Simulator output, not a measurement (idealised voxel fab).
Title: Process Module voxel transistor to metal
For reference, the cross-section in this document is cut, with width 295 nm and square cells of 5 nm.
In what follows, cross-sections appear as grids of square cells, described through bands that run from the top down, where every band is one or more rows of cells. Top height, bottom height, nm. Materials left to right, width each, nm. Single material + "throughout" = fills band edge to edge. "empty" = empty. Height datum 0, below which the as-received substrate wafer is one material. Lowest band open at the bottom, running downward: "0..down". Top row gets the first number, bottom row gets the second, and each row in between changes by the same step: that is how a band width like "30..40" works. You'll sometimes find "nothing got changed" written for a step, and that's the way of saying that nowhere in the cross-section did a cell change during that step. "Encapsulated voids" means: voids of 8 cells or more that are shut off from the top with no open way through. Written width x height at distance, distance from the left edge, in nm. It should be noted that, on the line of a given step, the content following the step's settings is a remark produced by the simulator itself with respect to that step. You can add "overlay nm" to a step's line. For a step with a mask, it describes how far the mask lay to the right of its planned position, and a negative number describes a lay to the left.
Process steps - plan:
1: RECEIVE | material Si
2: CONFORMAL_DEP | material SiO2 | thk nm 5
3: CONFORMAL_DEP | material SiN | thk nm 10
4: DIRECTIONAL_DEP | material aC | thk nm 10
5: PATTERN | tone cover | mask id ACTIVE | material resist | width nm 95 | pitch nm 120 | thk nm 25 | overlay nm 0
6: DIRECTIONAL_ETCH | etch materials aC | depth nm 10
7: STRIP | etch materials resist
8: DIRECTIONAL_ETCH | etch materials SiN | depth nm 5
9: DIRECTIONAL_ETCH | etch materials SiO2 | depth nm 5
10: DIRECTIONAL_ETCH | etch materials Si | depth nm 30
11: STRIP | etch materials aC
12: FILL_DEP | material SiO2 | thk nm 10
13: CMP | height nm 15
14: SELECTIVE_ETCH | etch materials SiO2 | depth nm 5
15: STRIP | etch materials SiN
16: SELECTIVE_ETCH | etch materials SiO2 | depth nm 5
17: OXIDIZE | depth nm 5
18: DIRECTIONAL_DEP | material polySi | thk nm 20
19: DIRECTIONAL_DEP | material SiCN | thk nm 10
20: MASKED_ETCH | tone cover | mask id GATE | width nm 25 | pitch nm 120 | etch materials SiCN | depth nm 20 | overlay nm 0
21: MASKED_ETCH | tone cover | mask id GATE | width nm 25 | pitch nm 120 | etch materials polySi | depth nm 30 | overlay nm 0
22: CONFORMAL_DEP | material SiO2 | thk nm 5
23: DIRECTIONAL_ETCH | etch materials SiO2 | depth nm 5
24: CONFORMAL_DEP | material SiN | thk nm 5
25: DIRECTIONAL_ETCH | etch materials SiN | depth nm 5
26: DIRECTIONAL_ETCH | etch materials SiO2 | depth nm 5
27: DIRECTIONAL_ETCH | etch materials Si | depth nm 15
28: EPI | material nSi | thk nm 15
29: FILL_DEP | material SiO2 | thk nm 10
30: CMP | height nm 20
31: STRIP | etch materials polySi
32: SELECTIVE_ETCH | etch materials SiO2 | depth nm 5
33: CONFORMAL_DEP | material HfO2 | thk nm 5
34: CONFORMAL_DEP | material TiN | thk nm 5
35: FILL_DEP | material W | thk nm 5
36: CMP | height nm 15
37: DIRECTIONAL_DEP | material SiO2 | thk nm 10
38: MASKED_ETCH | tone open | mask id CONTACT | width nm 15 | etch materials SiO2 | depth nm 15 | overlay nm 0
39: CONFORMAL_DEP | material TiN | thk nm 5
40: FILL_DEP | material Ru | thk nm 10
41: CMP | height nm 25
42: DIRECTIONAL_DEP | material TiN | thk nm 5
43: DIRECTIONAL_DEP | material Ru | thk nm 20
44: DIRECTIONAL_DEP | material aC | thk nm 10
45: PATTERN | tone cover | mask id METAL_1 | material resist | width nm 15 | thk nm 30 | overlay nm 0
46: DIRECTIONAL_ETCH | etch materials aC | depth nm 10
47: STRIP | etch materials resist
48: DIRECTIONAL_ETCH | etch materials Ru | depth nm 20
49: DIRECTIONAL_ETCH | etch materials TiN | depth nm 5
50: STRIP | etch materials aC
51: CONFORMAL_DEP | material SiCN | thk nm 5
52: FILL_DEP | material SiO2 | thk nm 10
53: CMP | height nm 50
54: CONFORMAL_DEP | material SiCN | thk nm 5
Quick note for whoever runs this: the wafers start identical, but the depth nm at step 8 isn't the same across them. The plan just shows what the first wafer had.
This is how the first of several wafers looked in cross-section when it arrived, which is after step 1:
> 0..down = Si throughout
> Encapsulated voids: none
Last step of the module is step 54; after it, the first of several wafers in cross-section:
> 55..50 = SiCN throughout
> 50..30 = 40 of SiO2, 5 of SiCN, 15 of Ru, 5 of SiCN, 45 of SiO2, 5 of SiCN, 15 of Ru, 5 of SiCN, 25 of SiO2, 5 of SiCN, 15 of Ru, 5 of SiCN, 45 of SiO2, 5 of SiCN, 15 of Ru, 5 of SiCN, 40 of SiO2
> 30..25 = 45 of SiCN, 15 of TiN, 55 of SiCN, 15 of TiN, 35 of SiCN, 15 of TiN, 55 of SiCN, 15 of TiN, 45 of SiCN
> 25..15 = 45 of SiO2, 5 of TiN, 5 of Ru, 5 of TiN, 55 of SiO2, 5 of TiN, 5 of Ru, 5 of TiN, 35 of SiO2, 5 of TiN, 5 of Ru, 5 of TiN, 55 of SiO2, 5 of TiN, 5 of Ru, 5 of TiN, 45 of SiO2
> 15..10 = 45 of SiO2, 15 of TiN, 5 of SiO2, 5 of SiN, 5 of HfO2, 5 of TiN, 15 of W, 5 of TiN, 5 of HfO2, 5 of SiN, 5 of SiO2, 15 of TiN, 35 of SiO2, 15 of TiN, 5 of SiO2, 5 of SiN, 5 of HfO2, 5 of TiN, 15 of W, 5 of TiN, 5 of HfO2, 5 of SiN, 5 of SiO2, 15 of TiN, 45 of SiO2
> 10..5 = 50 of SiO2, 15 of nSi, 5 of SiN, 5 of HfO2, 5 of TiN, 15 of W, 5 of TiN, 5 of HfO2, 5 of SiN, 15 of nSi, 45 of SiO2, 15 of nSi, 5 of SiN, 5 of HfO2, 5 of TiN, 15 of W, 5 of TiN, 5 of HfO2, 5 of SiN, 15 of nSi, 50 of SiO2
> 5..0 = 50 of SiO2, 15 of nSi, 5 of SiN, 5 of HfO2, 25 of TiN, 5 of HfO2, 5 of SiN, 15 of nSi, 45 of SiO2, 15 of nSi, 5 of SiN, 5 of HfO2, 25 of TiN, 5 of HfO2, 5 of SiN, 15 of nSi, 50 of SiO2
> 0..-5 = 50 of SiO2, 15 of nSi, 5 of SiO2, 35 of HfO2, 5 of SiO2, 15 of nSi, 45 of SiO2, 15 of nSi, 5 of SiO2, 35 of HfO2, 5 of SiO2, 15 of nSi, 50 of SiO2
> -5..-20 = 65 of nSi, 45 of Si, 75 of nSi, 45 of Si, 65 of nSi
> -20..down = Si throughout
> Encapsulated voids: none
last wafer at the end:
> 55..50 = SiCN throughout
> 50..30 = 40 of SiO2, 5 of SiCN, 15 of Ru, 5 of SiCN, 45 of SiO2, 5 of SiCN, 15 of Ru, 5 of SiCN, 25 of SiO2, 5 of SiCN, 15 of Ru, 5 of SiCN, 45 of SiO2, 5 of SiCN, 15 of Ru, 5 of SiCN, 40 of SiO2
> 30..25 = 45 of SiCN, 15 of TiN, 55 of SiCN, 15 of TiN, 35 of SiCN, 15 of TiN, 55 of SiCN, 15 of TiN, 45 of SiCN
> 25..15 = 45 of SiO2, 5 of TiN, 5 of Ru, 5 of TiN, 55 of SiO2, 5 of TiN, 5 of Ru, 5 of TiN, 35 of SiO2, 5 of TiN, 5 of Ru, 5 of TiN, 55 of SiO2, 5 of TiN, 5 of Ru, 5 of TiN, 45 of SiO2
> 15..10 = 45 of SiO2, 15 of TiN, 5 of SiO2, 5 of SiN, 5 of HfO2, 5 of TiN, 15 of W, 5 of TiN, 5 of HfO2, 5 of SiN, 5 of SiO2, 15 of TiN, 35 of SiO2, 15 of TiN, 5 of SiO2, 5 of SiN, 5 of HfO2, 5 of TiN, 15 of W, 5 of TiN, 5 of HfO2, 5 of SiN, 5 of SiO2, 15 of TiN, 45 of SiO2
> 10..5 = 40 of SiO2, 25 of nSi, 5 of SiN, 5 of HfO2, 5 of TiN, 15 of W, 5 of TiN, 5 of HfO2, 5 of SiN, 25 of nSi, 25 of SiO2, 25 of nSi, 5 of SiN, 5 of HfO2, 5 of TiN, 15 of W, 5 of TiN, 5 of HfO2, 5 of SiN, 25 of nSi, 40 of SiO2
> 5..0 = 40 of SiO2, 5 of SiN, 20 of nSi, 5 of SiN, 5 of HfO2, 25 of TiN, 5 of HfO2, 5 of SiN, 20 of nSi, 5 of SiN, 25 of SiO2, 5 of SiN, 20 of nSi, 5 of SiN, 5 of HfO2, 25 of TiN, 5 of HfO2, 5 of SiN, 20 of nSi, 5 of SiN, 40 of SiO2
> 0..-5 = 45 of SiO2, 20 of nSi, 5 of SiO2, 35 of HfO2, 5 of SiO2, 20 of nSi, 35 of SiO2, 20 of nSi, 5 of SiO2, 35 of HfO2, 5 of SiO2, 20 of nSi, 45 of SiO2
> -5..-20 = 40 of SiO2, 5 of Si, 20 of nSi, 45 of Si, 20 of nSi, 5 of Si, 25 of SiO2, 5 of Si, 20 of nSi, 45 of Si, 20 of nSi, 5 of Si, 40 of SiO2
> -20..-30 = 40 of SiO2, 95 of Si, 25 of SiO2, 95 of Si, 40 of SiO2
> -30..down = Si throughout
> Encapsulated voids: none
Rows = wafers. At module end, each row lists per material the cells gained (+) or lost (-) since the wafer was received, then the closed voids:
depth nm 5; +26 HfO2; +56 Ru; -182 Si; +138 SiCN; +12 SiN; +370 SiO2; +58 TiN; +12 W; +159 nSi; Encapsulated voids: none
depth nm 10; +26 HfO2; +56 Ru; -212 Si; +138 SiCN; +16 SiN; +455 SiO2; +58 TiN; +12 W; +100 nSi; Encapsulated voids: none
depth nm 15; +26 HfO2; +56 Ru; -212 Si; +138 SiCN; +16 SiN; +455 SiO2; +58 TiN; +12 W; +100 nSi; Encapsulated voids: none
depth nm 20; +26 HfO2; +56 Ru; -212 Si; +138 SiCN; +16 SiN; +455 SiO2; +58 TiN; +12 W; +100 nSi; Encapsulated voids: none
depth nm 25; +26 HfO2; +56 Ru; -212 Si; +138 SiCN; +16 SiN; +455 SiO2; +58 TiN; +12 W; +100 nSi; Encapsulated voids: none
